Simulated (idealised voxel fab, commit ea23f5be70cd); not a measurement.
The following is a process module called voxel self aligned vias.
The figure presents cross-section cut, which has a width of 200 nm and is divided into square cells with an edge length of 5 nm.
Notation: cross-section as square-cell grid; stated in bands, top first, going down; one or more cell rows per band.
Each band's line starts with the height of the band's top and of its bottom, in nm. Then come its materials from left to right, each with its width in nm. One material with "throughout" fills the band from edge to edge. "air" is empty space.
Below 0: as-received wafer, all one material; heights counted from there. Lowest band: no bottom, goes on down, written "from 0 down".
You'd read "30->40" like this: the band's top row of cells is as wide as the first number, its bottom row is as wide as the second, and going down, every row changes width by the same amount as the row before did.
"no modifications" -> step changed no cross-section cell.
Entry "Sealed cavities" = empty spaces >= 8 cells with no open way to the top; each as width x height at distance, distance from left edge, all nm.
Past the settings on a step's line: simulator remark, on that step.
Steps that use a mask can have "overlay nm" on their line. It says how far the mask sat to the right of where it was meant to be. Negative means to the left.
Plan:
1,RECEIVE, material Si
2,CONFORMAL_DEP, material SiO2, thk nm 15
3,CONFORMAL_DEP, material SiCN, thk nm 5
4,DIRECTIONAL_DEP, material lowk, thk nm 20
5,PATTERN, tone open, mask id LINES, material resist, width nm 20, pitch nm 45, thk nm 20, overlay nm 0
6,DIRECTIONAL_ETCH, etch materials lowk, depth nm 20
7,STRIP, etch materials resist
8,CONFORMAL_DEP, material TiN, thk nm 5
9,FILL_DEP, material Ru, thk nm 10
10,CMP, height nm 40
11,SELECTIVE_ETCH, etch materials W Ru TiN, depth nm 10
12,FILL_DEP, material SiN, thk nm 10
13,CMP, height nm 40
14,DIRECTIONAL_DEP, material lowk, thk nm 15
15,MASKED_ETCH, tone open, mask id VIAS, width nm 30, pitch nm 90, etch materials lowk, depth nm 15, overlay nm 0
16,MASKED_ETCH, tone open, mask id VIAS, width nm 30, pitch nm 90, etch materials SiN, depth nm 10, overlay nm 0
17,CONFORMAL_DEP, material TiN, thk nm 5
18,FILL_DEP, material Ru, thk nm 5
19,CMP, height nm 55
20,CONFORMAL_DEP, material SiN, thk nm 5
Cross-section of the incoming wafer, state after step 1:
    from 0 down  Si throughout
    Sealed cavities: none
Here's the wafer cut in cross-section after the module, started and planned just like above, except one thing was done wrong in the run:
    from 60 to 55  SiN throughout
    from 55 to 45  40 nm lowk  5 nm TiN  20 nm Ru  5 nm TiN  60 nm lowk  5 nm TiN  20 nm Ru  5 nm TiN  40 nm lowk
    from 45 to 40  40 nm lowk  30 nm TiN  60 nm lowk  30 nm TiN  40 nm lowk
    from 40 to 30  lowk throughout
    from 30 to 25  45 nm lowk  5 nm TiN  10 nm Ru  5 nm TiN  25 nm lowk  5 nm TiN  10 nm Ru  5 nm TiN  25 nm lowk  5 nm TiN  10 nm Ru  5 nm TiN  45 nm lowk
    from 25 to 20  45 nm lowk  20 nm TiN  25 nm lowk  20 nm TiN  25 nm lowk  20 nm TiN  45 nm lowk
    from 20 to 15  SiCN throughout
    from 15 to 0  SiO2 throughout
    from 0 down  Si throughout
    Sealed cavities: none
Run error: step 12: run off-plan, actual operation and settings FILL_DEP, material lowk, thk nm 10
